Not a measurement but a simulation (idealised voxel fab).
The process module presented herein is designated voxel wiring stack.
The cross-section shown here is cut; it is 260 nm wide and divided into square cells measuring 5 nm on a side.
Reading order for cross-sections: top band down to bottom band. Underlying form: a grid of square cells. Band size: one or more rows of cells. Top height, bottom height, nm. Materials left to right, width each, nm. Single material + "throughout" = fills band edge to edge. "air" = empty. Convention: height 0 is the level below which the wafer, as received, is all one material. The lowest band does not terminate at the bottom but continues downward, represented as "top 0, no bottom". A width given as "30->40" starts at the first number in the band's top row and ends at the second number in its bottom row, shifting by an equal amount at every step from row to row. "left unchanged" means the step left every cell of the cross-section as it was. Under "Closed void listing" you'll find the enclosed gaps, the ones with no way out to the top, that are 8 cells or bigger; each reads width x height at distance, with distance counted from the left edge, everything in nm. Where a step's line continues beyond its settings, the continuation is a remark by the simulator itself on that step. The line of a step may include "overlay nm". On a step with a mask, this value is how far to the right of its planned place the mask lay. A negative value means the mask lay to the left.
[Planned process steps]
1: RECEIVE (material Si)
2: CONFORMAL_DEP (material SiO2; thk nm 10)
3: CONFORMAL_DEP (material SiCN; thk nm 5)
4: DIRECTIONAL_DEP (material SiO2; thk nm 15)
5: PATTERN (tone open; mask id METAL_1; material resist; width nm 30; pitch nm 55; thk nm 20; overlay nm 0)
6: DIRECTIONAL_ETCH (etch materials SiO2; depth nm 15)
7: DIRECTIONAL_ETCH (etch materials SiCN; depth nm 5)
8: STRIP (etch materials resist)
9: CONFORMAL_DEP (material TiN; thk nm 5)
10: FILL_DEP (material Cu; thk nm 5)
11: CMP (height nm 30)
12: CONFORMAL_DEP (material SiCN; thk nm 5)
13: DIRECTIONAL_DEP (material SiO2; thk nm 20)
14: MASKED_ETCH (tone open; mask id PLUG_1; width nm 15; pitch nm 55; etch materials SiO2; depth nm 20; overlay nm 0)
15: MASKED_ETCH (tone open; mask id PLUG_1; width nm 15; pitch nm 55; etch materials SiCN; depth nm 5; overlay nm 0)
16: EPI (material Ru; thk nm 10)
17: EPI (material Ru; thk nm 10)
18: EPI (material Ru; thk nm 5)
19: CONFORMAL_DEP (material SiCN; thk nm 5)
20: DIRECTIONAL_DEP (material lowk; thk nm 20)
21: PATTERN (tone open; mask id METAL_2; material resist; width nm 30; pitch nm 55; thk nm 20; overlay nm 0)
22: DIRECTIONAL_ETCH (etch materials lowk; depth nm 20)
23: DIRECTIONAL_ETCH (etch materials SiCN; depth nm 5)
24: STRIP (etch materials resist)
25: CONFORMAL_DEP (material TiN; thk nm 5)
26: FILL_DEP (material Cu; thk nm 10)
27: CMP (height nm 80)
28: CONFORMAL_DEP (material SiCN; thk nm 5)
29: DIRECTIONAL_DEP (material lowk; thk nm 30)
30: MASKED_ETCH (tone open; mask id METAL_3_HOLES; width nm 15; pitch nm 55; etch materials lowk; depth nm 30; overlay nm 0)
31: MASKED_ETCH (tone open; mask id METAL_3; width nm 30; pitch nm 55; etch materials lowk; depth nm 20; overlay nm 0)
32: MASKED_ETCH (tone open; mask id METAL_3; width nm 30; pitch nm 55; etch materials SiCN; depth nm 5; overlay nm 0)
33: CONFORMAL_DEP (material TiN; thk nm 5)
34: FILL_DEP (material Cu; thk nm 5)
35: CMP (height nm 115)
36: CONFORMAL_DEP (material SiCN; thk nm 5)
37: DIRECTIONAL_DEP (material lowk; thk nm 10)
38: DIRECTIONAL_DEP (material aC; thk nm 10)
39: PATTERN (tone open; mask id PLUG_3; material resist; width nm 15; thk nm 25; overlay nm 0)
40: DIRECTIONAL_ETCH (etch materials aC; depth nm 10)
41: STRIP (etch materials resist)
42: DIRECTIONAL_ETCH (etch materials lowk; depth nm 10)
43: DIRECTIONAL_ETCH (etch materials SiCN; depth nm 5)
44: STRIP (etch materials aC)
45: CONFORMAL_DEP (material TiN; thk nm 5)
46: FILL_DEP (material W; thk nm 10)
47: CMP (height nm 130)
48: CONFORMAL_DEP (material SiN; thk nm 5)
49: DIRECTIONAL_DEP (material lowk; thk nm 25)
50: MASKED_ETCH (tone open; mask id METAL_4; width nm 30; pitch nm 55; etch materials lowk; depth nm 25; overlay nm 0)
51: MASKED_ETCH (tone open; mask id METAL_4; width nm 30; pitch nm 55; etch materials SiN; depth nm 5; overlay nm 0)
52: CONFORMAL_DEP (material TiN; thk nm 5)
53: FILL_DEP (material Cu; thk nm 5)
54: CMP (height nm 160)
55: EPI (material Ru; thk nm 5)
56: FILL_DEP (material SiCN; thk nm 5)
[Concerning the first of two wafers, which was run in accordance with the plan]
[Incoming wafer, cross-sectional view, post step 1]
- top 0, no bottom  Si throughout
- Closed void listing: none
[Wafer xsec, post step 2]
- top 10, bottom 0  SiO2 throughout
- Under the height 0 nothing was changed.
[Wafer xsec, post step 3]
- top 15, bottom 10  SiCN throughout
- Under the height 10 nothing was changed.
[Wafer xsec, post step 4]
- top 30, bottom 15  SiO2 throughout
- Under the height 15 nothing was changed.
[Wafer xsec, post step 5]
- top 50, bottom 30  resist 85; air 30; resist 25; air 30; resist 90
- Under the height 30 nothing was changed.
[Wafer xsec, post step 6]
- top 50, bottom 30  resist 85; air 30; resist 25; air 30; resist 90
- top 30, bottom 15  SiO2 85; air 30; SiO2 25; air 30; SiO2 90
- Under the height 15 nothing was changed.
[Wafer xsec, post step 7]
- top 50, bottom 30  resist 85; air 30; resist 25; air 30; resist 90
- top 30, bottom 15  SiO2 85; air 30; SiO2 25; air 30; SiO2 90
- top 15, bottom 10  SiCN 85; air 30; SiCN 25; air 30; SiCN 90
- Under the height 10 nothing was changed.
[Wafer xsec, post step 8]
- top 30, bottom 15  SiO2 85; air 30; SiO2 25; air 30; SiO2 90
- Under the height 15 nothing was changed.
[Wafer xsec, post step 9]
- top 35, bottom 30  TiN 90; air 20; TiN 35; air 20; TiN 95
- top 30, bottom 15  SiO2 85; TiN 5; air 20; TiN 5; SiO2 25; TiN 5; air 20; TiN 5; SiO2 90
- top 15, bottom 10  SiCN 85; TiN 30; SiCN 25; TiN 30; SiCN 90
- Under the height 10 nothing was changed.
[Wafer xsec, post step 10]
- top 40, bottom 35  Cu throughout
- top 35, bottom 30  TiN 90; Cu 20; TiN 35; Cu 20; TiN 95
- top 30, bottom 15  SiO2 85; TiN 5; Cu 20; TiN 5; SiO2 25; TiN 5; Cu 20; TiN 5; SiO2 90
- Under the height 15 nothing was changed.
[Wafer xsec, post step 11]
- top 30, bottom 15  SiO2 85; TiN 5; Cu 20; TiN 5; SiO2 25; TiN 5; Cu 20; TiN 5; SiO2 90
- Under the height 15 nothing was changed.
[Wafer xsec, post step 12]
- top 35, bottom 30  SiCN throughout
- Under the height 30 nothing was changed.
[Wafer xsec, post step 13]
- top 55, bottom 35  SiO2 throughout
- Under the height 35 nothing was changed.
[Wafer xsec, post step 14]
- top 55, bottom 35  SiO2 85; air 15; SiO2 40; air 15; SiO2 105
- Under the height 35 nothing was changed.
[Wafer xsec, post step 15]
- top 55, bottom 35  SiO2 85; air 15; SiO2 40; air 15; SiO2 105
- top 35, bottom 30  SiCN 85; air 15; SiCN 40; air 15; SiCN 105
- Under the height 30 nothing was changed.
[Wafer xsec, post step 16]
- top 55, bottom 40  SiO2 85; air 15; SiO2 40; air 15; SiO2 105
- top 40, bottom 35  SiO2 85; Ru 15; SiO2 40; Ru 15; SiO2 105
- top 35, bottom 30  SiCN 85; Ru 15; SiCN 40; Ru 15; SiCN 105
- Under the height 30 nothing was changed.
[Wafer xsec, post step 17]
- top 55, bottom 50  SiO2 85; air 15; SiO2 40; air 15; SiO2 105
- top 50, bottom 35  SiO2 85; Ru 15; SiO2 40; Ru 15; SiO2 105
- Under the height 35 nothing was changed.
[Wafer xsec, post step 18]
- top 55, bottom 35  SiO2 85; Ru 15; SiO2 40; Ru 15; SiO2 105
- Under the height 35 nothing was changed.
[Wafer xsec, post step 19]
- top 60, bottom 55  SiCN throughout
- Under the height 55 nothing was changed.
[Wafer xsec, post step 20]
- top 80, bottom 60  lowk throughout
- Under the height 60 nothing was changed.
[Wafer xsec, post step 21]
- top 100, bottom 80  resist 85; air 30; resist 25; air 30; resist 90
- Under the height 80 nothing was changed.
[Wafer xsec, post step 22]
- top 100, bottom 80  resist 85; air 30; resist 25; air 30; resist 90
- top 80, bottom 60  lowk 85; air 30; lowk 25; air 30; lowk 90
- Under the height 60 nothing was changed.
[Wafer xsec, post step 23]
- top 100, bottom 80  resist 85; air 30; resist 25; air 30; resist 90
- top 80, bottom 60  lowk 85; air 30; lowk 25; air 30; lowk 90
- top 60, bottom 55  SiCN 85; air 30; SiCN 25; air 30; SiCN 90
- Under the height 55 nothing was changed.
[Wafer xsec, post step 24]
- top 80, bottom 60  lowk 85; air 30; lowk 25; air 30; lowk 90
- Under the height 60 nothing was changed.
[Wafer xsec, post step 25]
- top 85, bottom 80  TiN 90; air 20; TiN 35; air 20; TiN 95
- top 80, bottom 60  lowk 85; TiN 5; air 20; TiN 5; lowk 25; TiN 5; air 20; TiN 5; lowk 90
- top 60, bottom 55  SiCN 85; TiN 30; SiCN 25; TiN 30; SiCN 90
- Under the height 55 nothing was changed.
[Wafer xsec, post step 26]
- top 95, bottom 85  Cu throughout
- top 85, bottom 80  TiN 90; Cu 20; TiN 35; Cu 20; TiN 95
- top 80, bottom 60  lowk 85; TiN 5; Cu 20; TiN 5; lowk 25; TiN 5; Cu 20; TiN 5; lowk 90
- Under the height 60 nothing was changed.
[Wafer xsec, post step 27]
- top 80, bottom 60  lowk 85; TiN 5; Cu 20; TiN 5; lowk 25; TiN 5; Cu 20; TiN 5; lowk 90
- Under the height 60 nothing was changed.
[Wafer xsec, post step 28]
- top 85, bottom 80  SiCN throughout
- Under the height 80 nothing was changed.
[Wafer xsec, post step 29]
- top 115, bottom 85  lowk throughout
- Under the height 85 nothing was changed.
[Wafer xsec, post step 30]
- top 115, bottom 85  lowk 85; air 15; lowk 40; air 15; lowk 105
- Under the height 85 nothing was changed.
[Wafer xsec, post step 31]
- top 115, bottom 95  lowk 85; air 30; lowk 25; air 30; lowk 90
- Under the height 95 nothing was changed.
[Wafer xsec, post step 32]
- top 115, bottom 95  lowk 85; air 30; lowk 25; air 30; lowk 90
- top 95, bottom 85  lowk 85; air 15; lowk 40; air 15; lowk 105
- top 85, bottom 80  SiCN 85; air 15; SiCN 40; air 15; SiCN 105
- Under the height 80 nothing was changed.
[Wafer xsec, post step 33]
- top 120, bottom 115  TiN 90; air 20; TiN 35; air 20; TiN 95
- top 115, bottom 100  lowk 85; TiN 5; air 20; TiN 5; lowk 25; TiN 5; air 20; TiN 5; lowk 90
- top 100, bottom 95  lowk 85; TiN 5; air 5; TiN 20; lowk 25; TiN 5; air 5; TiN 20; lowk 90
- top 95, bottom 85  lowk 85; TiN 5; air 5; TiN 5; lowk 40; TiN 5; air 5; TiN 5; lowk 105
- top 85, bottom 80  SiCN 85; TiN 15; SiCN 40; TiN 15; SiCN 105
- Under the height 80 nothing was changed.
[Wafer xsec, post step 34]
- top 125, bottom 120  Cu throughout
- top 120, bottom 115  TiN 90; Cu 20; TiN 35; Cu 20; TiN 95
- top 115, bottom 100  lowk 85; TiN 5; Cu 20; TiN 5; lowk 25; TiN 5; Cu 20; TiN 5; lowk 90
- top 100, bottom 95  lowk 85; TiN 5; Cu 5; TiN 20; lowk 25; TiN 5; Cu 5; TiN 20; lowk 90
- top 95, bottom 85  lowk 85; TiN 5; Cu 5; TiN 5; lowk 40; TiN 5; Cu 5; TiN 5; lowk 105
- Under the height 85 nothing was changed.
[Wafer xsec, post step 35]
- top 115, bottom 100  lowk 85; TiN 5; Cu 20; TiN 5; lowk 25; TiN 5; Cu 20; TiN 5; lowk 90
- Under the height 100 nothing was changed.
[Wafer xsec, post step 36]
- top 120, bottom 115  SiCN throughout
- Under the height 115 nothing was changed.
[Wafer xsec, post step 37]
- top 130, bottom 120  lowk throughout
- Under the height 120 nothing was changed.
[Wafer xsec, post step 38]
- top 140, bottom 130  aC throughout
- Under the height 130 nothing was changed.
[Wafer xsec, post step 39]
- top 165, bottom 140  resist 85; air 15; resist 160
- Under the height 140 nothing was changed.
[Wafer xsec, post step 40]
- top 155, bottom 140  resist 85; air 15; resist 160
- top 140, bottom 130  aC 85; air 15; aC 160
- Under the height 130 nothing was changed.
[Wafer xsec, post step 41]
- top 140, bottom 130  aC 85; air 15; aC 160
- Under the height 130 nothing was changed.
[Wafer xsec, post step 42]
- top 140, bottom 130  aC 85; air 15; aC 160
- top 130, bottom 120  lowk 85; air 15; lowk 160
- Under the height 120 nothing was changed.
[Wafer xsec, post step 43]
- top 140, bottom 130  aC 85; air 15; aC 160
- top 130, bottom 120  lowk 85; air 15; lowk 160
- top 120, bottom 115  SiCN 85; air 15; SiCN 160
- Under the height 115 nothing was changed.
[Wafer xsec, post step 44]
- top 130, bottom 120  lowk 85; air 15; lowk 160
- Under the height 120 nothing was changed.
[Wafer xsec, post step 45]
- top 135, bottom 130  TiN 90; air 5; TiN 165
- top 130, bottom 120  lowk 85; TiN 5; air 5; TiN 5; lowk 160
- top 120, bottom 115  SiCN 85; TiN 15; SiCN 160
- Under the height 115 nothing was changed.
[Wafer xsec, post step 46]
- top 145, bottom 135  W throughout
- top 135, bottom 130  TiN 90; W 5; TiN 165
- top 130, bottom 120  lowk 85; TiN 5; W 5; TiN 5; lowk 160
- Under the height 120 nothing was changed.
[Wafer xsec, post step 47]
- top 130, bottom 120  lowk 85; TiN 5; W 5; TiN 5; lowk 160
- Under the height 120 nothing was changed.
[Wafer xsec, post step 48]
- top 135, bottom 130  SiN throughout
- Under the height 130 nothing was changed.
[Wafer xsec, post step 49]
- top 160, bottom 135  lowk throughout
- Under the height 135 nothing was changed.
[Wafer xsec, post step 50]
- top 160, bottom 135  lowk 85; air 30; lowk 25; air 30; lowk 90
- Under the height 135 nothing was changed.
[Wafer xsec, post step 51]
- top 160, bottom 135  lowk 85; air 30; lowk 25; air 30; lowk 90
- top 135, bottom 130  SiN 85; air 30; SiN 25; air 30; SiN 90
- Under the height 130 nothing was changed.
[Wafer xsec, post step 52]
- top 165, bottom 160  TiN 90; air 20; TiN 35; air 20; TiN 95
- top 160, bottom 135  lowk 85; TiN 5; air 20; TiN 5; lowk 25; TiN 5; air 20; TiN 5; lowk 90
- top 135, bottom 130  SiN 85; TiN 30; SiN 25; TiN 30; SiN 90
- Under the height 130 nothing was changed.
[Wafer xsec, post step 53]
- top 170, bottom 165  Cu throughout
- top 165, bottom 160  TiN 90; Cu 20; TiN 35; Cu 20; TiN 95
- top 160, bottom 135  lowk 85; TiN 5; Cu 20; TiN 5; lowk 25; TiN 5; Cu 20; TiN 5; lowk 90
- Under the height 135 nothing was changed.
[Wafer xsec, post step 54]
- top 160, bottom 135  lowk 85; TiN 5; Cu 20; TiN 5; lowk 25; TiN 5; Cu 20; TiN 5; lowk 90
- Under the height 135 nothing was changed.
[Wafer xsec, post step 55]
- top 165, bottom 160  air 80; Ru 40; air 15; Ru 40; air 85
- Under the height 160 nothing was changed.
[Wafer xsec, post step 56]
- top 170, bottom 165  SiCN throughout
- top 165, bottom 160  SiCN 80; Ru 40; SiCN 15; Ru 40; SiCN 85
- Under the height 160 nothing was changed.
[Second wafer, same starting conditions and recipe as the first, one mistake in executing it, nothing differs from the first up to and including step 2]
[when step 3 should have ended]
- top 15, bottom 10  TiN throughout
- Under the height 10 nothing was changed.
[when step 4 should have ended]
- top 30, bottom 15  SiO2 throughout
- Under the height 15 nothing was changed.
[when step 5 should have ended]
- top 50, bottom 30  resist 85; air 30; resist 25; air 30; resist 90
- Under the height 30 nothing was changed.
[when step 6 should have ended]
- top 50, bottom 30  resist 85; air 30; resist 25; air 30; resist 90
- top 30, bottom 15  SiO2 85; air 30; SiO2 25; air 30; SiO2 90
- Under the height 15 nothing was changed.
when step 7 should have ended: left unchanged
[when step 8 should have ended]
- top 30, bottom 15  SiO2 85; air 30; SiO2 25; air 30; SiO2 90
- Under the height 15 nothing was changed.
[when step 9 should have ended]
- top 35, bottom 30  TiN 90; air 20; TiN 35; air 20; TiN 95
- top 30, bottom 20  SiO2 85; TiN 5; air 20; TiN 5; SiO2 25; TiN 5; air 20; TiN 5; SiO2 90
- top 20, bottom 15  SiO2 85; TiN 30; SiO2 25; TiN 30; SiO2 90
- Under the height 15 nothing was changed.
[when step 10 should have ended]
- top 40, bottom 35  Cu throughout
- top 35, bottom 30  TiN 90; Cu 20; TiN 35; Cu 20; TiN 95
- top 30, bottom 20  SiO2 85; TiN 5; Cu 20; TiN 5; SiO2 25; TiN 5; Cu 20; TiN 5; SiO2 90
- Under the height 20 nothing was changed.
[when step 11 should have ended]
- top 30, bottom 20  SiO2 85; TiN 5; Cu 20; TiN 5; SiO2 25; TiN 5; Cu 20; TiN 5; SiO2 90
- Under the height 20 nothing was changed.
[when step 12 should have ended]
- top 35, bottom 30  SiCN throughout
- Under the height 30 nothing was changed.
[when step 13 should have ended]
- top 55, bottom 35  SiO2 throughout
- Under the height 35 nothing was changed.
[when step 14 should have ended]
- top 55, bottom 35  SiO2 85; air 15; SiO2 40; air 15; SiO2 105
- Under the height 35 nothing was changed.
[when step 15 should have ended]
- top 55, bottom 35  SiO2 85; air 15; SiO2 40; air 15; SiO2 105
- top 35, bottom 30  SiCN 85; air 15; SiCN 40; air 15; SiCN 105
- Under the height 30 nothing was changed.
[when step 16 should have ended]
- top 55, bottom 40  SiO2 85; air 15; SiO2 40; air 15; SiO2 105
- top 40, bottom 35  SiO2 85; Ru 15; SiO2 40; Ru 15; SiO2 105
- top 35, bottom 30  SiCN 85; Ru 15; SiCN 40; Ru 15; SiCN 105
- Under the height 30 nothing was changed.
[when step 17 should have ended]
- top 55, bottom 50  SiO2 85; air 15; SiO2 40; air 15; SiO2 105
- top 50, bottom 35  SiO2 85; Ru 15; SiO2 40; Ru 15; SiO2 105
- Under the height 35 nothing was changed.
[when step 18 should have ended]
- top 55, bottom 35  SiO2 85; Ru 15; SiO2 40; Ru 15; SiO2 105
- Under the height 35 nothing was changed.
[when step 19 should have ended]
- top 60, bottom 55  SiCN throughout
- Under the height 55 nothing was changed.
[when step 20 should have ended]
- top 80, bottom 60  lowk throughout
- Under the height 60 nothing was changed.
[when step 21 should have ended]
- top 100, bottom 80  resist 85; air 30; resist 25; air 30; resist 90
- Under the height 80 nothing was changed.
[when step 22 should have ended]
- top 100, bottom 80  resist 85; air 30; resist 25; air 30; resist 90
- top 80, bottom 60  lowk 85; air 30; lowk 25; air 30; lowk 90
- Under the height 60 nothing was changed.
[when step 23 should have ended]
- top 100, bottom 80  resist 85; air 30; resist 25; air 30; resist 90
- top 80, bottom 60  lowk 85; air 30; lowk 25; air 30; lowk 90
- top 60, bottom 55  SiCN 85; air 30; SiCN 25; air 30; SiCN 90
- Under the height 55 nothing was changed.
[when step 24 should have ended]
- top 80, bottom 60  lowk 85; air 30; lowk 25; air 30; lowk 90
- Under the height 60 nothing was changed.
[when step 25 should have ended]
- top 85, bottom 80  TiN 90; air 20; TiN 35; air 20; TiN 95
- top 80, bottom 60  lowk 85; TiN 5; air 20; TiN 5; lowk 25; TiN 5; air 20; TiN 5; lowk 90
- top 60, bottom 55  SiCN 85; TiN 30; SiCN 25; TiN 30; SiCN 90
- Under the height 55 nothing was changed.
[when step 26 should have ended]
- top 95, bottom 85  Cu throughout
- top 85, bottom 80  TiN 90; Cu 20; TiN 35; Cu 20; TiN 95
- top 80, bottom 60  lowk 85; TiN 5; Cu 20; TiN 5; lowk 25; TiN 5; Cu 20; TiN 5; lowk 90
- Under the height 60 nothing was changed.
[when step 27 should have ended]
- top 80, bottom 60  lowk 85; TiN 5; Cu 20; TiN 5; lowk 25; TiN 5; Cu 20; TiN 5; lowk 90
- Under the height 60 nothing was changed.
[when step 28 should have ended]
- top 85, bottom 80  SiCN throughout
- Under the height 80 nothing was changed.
[when step 29 should have ended]
- top 115, bottom 85  lowk throughout
- Under the height 85 nothing was changed.
[when step 30 should have ended]
- top 115, bottom 85  lowk 85; air 15; lowk 40; air 15; lowk 105
- Under the height 85 nothing was changed.
[when step 31 should have ended]
- top 115, bottom 95  lowk 85; air 30; lowk 25; air 30; lowk 90
- Under the height 95 nothing was changed.
[when step 32 should have ended]
- top 115, bottom 95  lowk 85; air 30; lowk 25; air 30; lowk 90
- top 95, bottom 85  lowk 85; air 15; lowk 40; air 15; lowk 105
- top 85, bottom 80  SiCN 85; air 15; SiCN 40; air 15; SiCN 105
- Under the height 80 nothing was changed.
[when step 33 should have ended]
- top 120, bottom 115  TiN 90; air 20; TiN 35; air 20; TiN 95
- top 115, bottom 100  lowk 85; TiN 5; air 20; TiN 5; lowk 25; TiN 5; air 20; TiN 5; lowk 90
- top 100, bottom 95  lowk 85; TiN 5; air 5; TiN 20; lowk 25; TiN 5; air 5; TiN 20; lowk 90
- top 95, bottom 85  lowk 85; TiN 5; air 5; TiN 5; lowk 40; TiN 5; air 5; TiN 5; lowk 105
- top 85, bottom 80  SiCN 85; TiN 15; SiCN 40; TiN 15; SiCN 105
- Under the height 80 nothing was changed.
[when step 34 should have ended]
- top 125, bottom 120  Cu throughout
- top 120, bottom 115  TiN 90; Cu 20; TiN 35; Cu 20; TiN 95
- top 115, bottom 100  lowk 85; TiN 5; Cu 20; TiN 5; lowk 25; TiN 5; Cu 20; TiN 5; lowk 90
- top 100, bottom 95  lowk 85; TiN 5; Cu 5; TiN 20; lowk 25; TiN 5; Cu 5; TiN 20; lowk 90
- top 95, bottom 85  lowk 85; TiN 5; Cu 5; TiN 5; lowk 40; TiN 5; Cu 5; TiN 5; lowk 105
- Under the height 85 nothing was changed.
[when step 35 should have ended]
- top 115, bottom 100  lowk 85; TiN 5; Cu 20; TiN 5; lowk 25; TiN 5; Cu 20; TiN 5; lowk 90
- Under the height 100 nothing was changed.
[when step 36 should have ended]
- top 120, bottom 115  SiCN throughout
- Under the height 115 nothing was changed.
[when step 37 should have ended]
- top 130, bottom 120  lowk throughout
- Under the height 120 nothing was changed.
[when step 38 should have ended]
- top 140, bottom 130  aC throughout
- Under the height 130 nothing was changed.
[when step 39 should have ended]
- top 165, bottom 140  resist 85; air 15; resist 160
- Under the height 140 nothing was changed.
[when step 40 should have ended]
- top 155, bottom 140  resist 85; air 15; resist 160
- top 140, bottom 130  aC 85; air 15; aC 160
- Under the height 130 nothing was changed.
[when step 41 should have ended]
- top 140, bottom 130  aC 85; air 15; aC 160
- Under the height 130 nothing was changed.
[when step 42 should have ended]
- top 140, bottom 130  aC 85; air 15; aC 160
- top 130, bottom 120  lowk 85; air 15; lowk 160
- Under the height 120 nothing was changed.
[when step 43 should have ended]
- top 140, bottom 130  aC 85; air 15; aC 160
- top 130, bottom 120  lowk 85; air 15; lowk 160
- top 120, bottom 115  SiCN 85; air 15; SiCN 160
- Under the height 115 nothing was changed.
[when step 44 should have ended]
- top 130, bottom 120  lowk 85; air 15; lowk 160
- Under the height 120 nothing was changed.
[when step 45 should have ended]
- top 135, bottom 130  TiN 90; air 5; TiN 165
- top 130, bottom 120  lowk 85; TiN 5; air 5; TiN 5; lowk 160
- top 120, bottom 115  SiCN 85; TiN 15; SiCN 160
- Under the height 115 nothing was changed.
[when step 46 should have ended]
- top 145, bottom 135  W throughout
- top 135, bottom 130  TiN 90; W 5; TiN 165
- top 130, bottom 120  lowk 85; TiN 5; W 5; TiN 5; lowk 160
- Under the height 120 nothing was changed.
[when step 47 should have ended]
- top 130, bottom 120  lowk 85; TiN 5; W 5; TiN 5; lowk 160
- Under the height 120 nothing was changed.
[when step 48 should have ended]
- top 135, bottom 130  SiN throughout
- Under the height 130 nothing was changed.
[when step 49 should have ended]
- top 160, bottom 135  lowk throughout
- Under the height 135 nothing was changed.
[when step 50 should have ended]
- top 160, bottom 135  lowk 85; air 30; lowk 25; air 30; lowk 90
- Under the height 135 nothing was changed.
[when step 51 should have ended]
- top 160, bottom 135  lowk 85; air 30; lowk 25; air 30; lowk 90
- top 135, bottom 130  SiN 85; air 30; SiN 25; air 30; SiN 90
- Under the height 130 nothing was changed.
[when step 52 should have ended]
- top 165, bottom 160  TiN 90; air 20; TiN 35; air 20; TiN 95
- top 160, bottom 135  lowk 85; TiN 5; air 20; TiN 5; lowk 25; TiN 5; air 20; TiN 5; lowk 90
- top 135, bottom 130  SiN 85; TiN 30; SiN 25; TiN 30; SiN 90
- Under the height 130 nothing was changed.
[when step 53 should have ended]
- top 170, bottom 165  Cu throughout
- top 165, bottom 160  TiN 90; Cu 20; TiN 35; Cu 20; TiN 95
- top 160, bottom 135  lowk 85; TiN 5; Cu 20; TiN 5; lowk 25; TiN 5; Cu 20; TiN 5; lowk 90
- Under the height 135 nothing was changed.
[when step 54 should have ended]
- top 160, bottom 135  lowk 85; TiN 5; Cu 20; TiN 5; lowk 25; TiN 5; Cu 20; TiN 5; lowk 90
- Under the height 135 nothing was changed.
[when step 55 should have ended]
- top 165, bottom 160  air 80; Ru 40; air 15; Ru 40; air 85
- Under the height 160 nothing was changed.
[when step 56 should have ended]
- top 170, bottom 165  SiCN throughout
- top 165, bottom 160  SiCN 80; Ru 40; SiCN 15; Ru 40; SiCN 85
- Under the height 160 nothing was changed.
Run error: step 3 went in with a setting other than planned; the actual run was CONFORMAL_DEP (material TiN; thk nm 5)
at the end the second wafer has, in cells: Cu -8; SiCN -40; TiN +48
